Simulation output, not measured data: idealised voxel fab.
The following is a process module called voxel tone inversion.
The width of the displayed cross-section, cut, is 145 nm; its cells are square, with a size of 5 nm.
In this document a cross-section is written as a grid of square cells. It is given as a series of bands, listed from the top down, and a band is one or more rows of cells. For a band, the entry starts with two heights in nm, that of the top and then that of the bottom, and carries on with the band's materials in order from left to right, each alongside its width in nm; the word "edge to edge" beside a single material means it fills the band edge to edge, and "empty" means empty space. Height reference: 0 = level under which incoming wafer is all one material. Lowest band: no bottom, runs on downward, e.g. "0..down". A width given as "30..40" starts at the first number in the band's top row and ends at the second number in its bottom row, shifting by an equal amount at every step from row to row. You'll sometimes find "remained unchanged" written for a step, and that's the way of saying that nowhere in the cross-section did a cell change during that step. "Fully sealed voids" - sealed voids, min. 8 cells, no opening to top; format: width x height at distance (distance from left edge; nm throughout). On a step's line, text after the settings is the simulator commenting on that step. A step's line can hold "overlay nm"; with a mask on that step, the setting says how far right of the planned place the mask lay, while a negative setting says it lay to the left.

# Here's what the planned process steps look like
1. RECEIVE with material Si
2. CONFORMAL_DEP with material SiN, thk nm 10
3. DIRECTIONAL_DEP with material polySi, thk nm 15
4. PATTERN with tone cover, mask id POSTS, material resist, width nm 15, pitch nm 30, thk nm 25, overlay nm 0
5. DIRECTIONAL_ETCH with etch materials polySi, depth nm 15
6. STRIP with etch materials resist
7. FILL_DEP with material SiO2, thk nm 10
8. CMP with height nm 25
9. STRIP with etch materials polySi
10. CONFORMAL_DEP with material TiN, thk nm 5
11. FILL_DEP with material Ru, thk nm 10
12. CMP with height nm 25
13. CONFORMAL_DEP with material SiCN, thk nm 5

# Incoming wafer, cross-sectional view, post step 1
0..down: Si edge to edge
Fully sealed voids: none

# first wafer at the end, as planned
30..25: SiCN edge to edge
25..15: 35 nm SiO2 / 5 nm TiN / 5 nm Ru / 5 nm TiN / 15 nm SiO2 / 5 nm TiN / 5 nm Ru / 5 nm TiN / 15 nm SiO2 / 5 nm TiN / 5 nm Ru / 5 nm TiN / 35 nm SiO2
15..10: 35 nm SiO2 / 15 nm TiN / 15 nm SiO2 / 15 nm TiN / 15 nm SiO2 / 15 nm TiN / 35 nm SiO2
10..0: SiN edge to edge
0..down: Si edge to edge
Fully sealed voids: none

# What the second wafer looks like in cross-section once the module is done. Its start and its plan matched the first wafer's exactly; what differed was one mistake in how it was run
40..35: SiCN edge to edge
35..30: Ru edge to edge
30..25: 40 nm TiN / 5 nm Ru / 25 nm TiN / 5 nm Ru / 25 nm TiN / 5 nm Ru / 40 nm TiN
25..15: 35 nm SiO2 / 5 nm TiN / 5 nm Ru / 5 nm TiN / 15 nm SiO2 / 5 nm TiN / 5 nm Ru / 5 nm TiN / 15 nm SiO2 / 5 nm TiN / 5 nm Ru / 5 nm TiN / 35 nm SiO2
15..10: 35 nm SiO2 / 15 nm TiN / 15 nm SiO2 / 15 nm TiN / 15 nm SiO2 / 15 nm TiN / 35 nm SiO2
10..0: SiN edge to edge
0..down: Si edge to edge
Fully sealed voids: none
Plan not followed: heads up, step 12 didn't go per plan, it actually ran as CMP with height nm 35
Wrapping up, a cell-based count of both wafers puts the second over or under the first for these materials: 32 more of Ru; 26 more of TiN
